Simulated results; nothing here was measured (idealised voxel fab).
This section sets out a process module, namely voxel self aligned contacts.
Xsec cut, 210 nm wide, square cell size 5 nm.
Bands, listed from the top down, are how a cross-section gets written in this document; the cross-section itself is a grid of square cells, and a band is one or more rows of them. The entry gives the band's vertical extent as a top height and a bottom height in nm, then its horizontal make-up as materials from left to right, each with a width in nm. "blank" stands for empty space; a single material marked "full width" fills the band edge to edge. A quick word on heights: they are counted from 0, and under that level the wafer as it came to us is one material throughout. The lowest band is different from the rest in having no bottom; it simply continues downward, written as in "from 0 down". The width entry "30 to 40" should be interpreted row by row: the top row of cells in the band takes the first number, the bottom row takes the second number, and the change between adjacent rows is uniform throughout. Step note "no change" = no cross-section cell changed. "Completely sealed voids": sealed empty spaces, 8 cells or more, no open way to top, listed width x height at distance, with distance from the left edge and width, height and distance in nm. after a step's settings: what the simulator itself notes on the step. overlay nm: how far to the right of its planned place the mask lay on this masked step (negative: to the left).

[The following list gives the planned process steps]
1: RECEIVE, material Si
2: CONFORMAL_DEP, material SiO2, thk nm 5
3: DIRECTIONAL_DEP, material polySi, thk nm 20
4: DIRECTIONAL_DEP, material SiN, thk nm 15
5: DIRECTIONAL_DEP, material aC, thk nm 10
6: PATTERN, tone cover, mask id GATE, material resist, width nm 35, pitch nm 60, thk nm 25, overlay nm 0
7: DIRECTIONAL_ETCH, etch materials aC, depth nm 10
8: STRIP, etch materials resist
9: DIRECTIONAL_ETCH, etch materials SiN, depth nm 15
10: DIRECTIONAL_ETCH, etch materials polySi, depth nm 20
11: STRIP, etch materials aC
12: CONFORMAL_DEP, material SiN, thk nm 5
13: DIRECTIONAL_ETCH, etch materials SiN, depth nm 5
14: FILL_DEP, material SiO2, thk nm 10
15: CMP, height nm 45
16: PATTERN, tone open, mask id CONTACT, material resist, width nm 35, thk nm 15, overlay nm 0
17: DIRECTIONAL_ETCH, etch materials SiO2, depth nm 45
18: STRIP, etch materials resist
19: CONFORMAL_DEP, material TiN, thk nm 5
20: FILL_DEP, material W, thk nm 10
21: CMP, height nm 45
22: CONFORMAL_DEP, material SiCN, thk nm 5

[Cross-sectional view of the wafer in its as-received condition, corresponding to the state after step 1]
from 0 down: Si full width
Completely sealed voids: none

[The following cross-section depicts the wafer upon conclusion of the module. Processing commenced from the starting condition illustrated above and adhered to the plan illustrated above, save for one mistake in execution]
from 50 to 45: SiCN full width
from 45 to 40: SiO2=85  TiN=10  W=15  TiN=10  SiO2=90
from 40 to 25: SiO2=55  SiN=35  TiN=5  W=15  TiN=5  SiN=35  SiO2=60
from 25 to 5: SiO2=55  SiN=5  polySi=25  SiN=5  TiN=5  W=15  TiN=5  SiN=5  polySi=25  SiN=5  SiO2=60
from 5 to 0: SiO2=90  TiN=25  SiO2=95
from 0 down: Si full width
Completely sealed voids: none
Diagnosis: step 6 off recipe, ran as PATTERN, tone cover, mask id GATE, material resist, width nm 25, pitch nm 60, thk nm 25, overlay nm 0
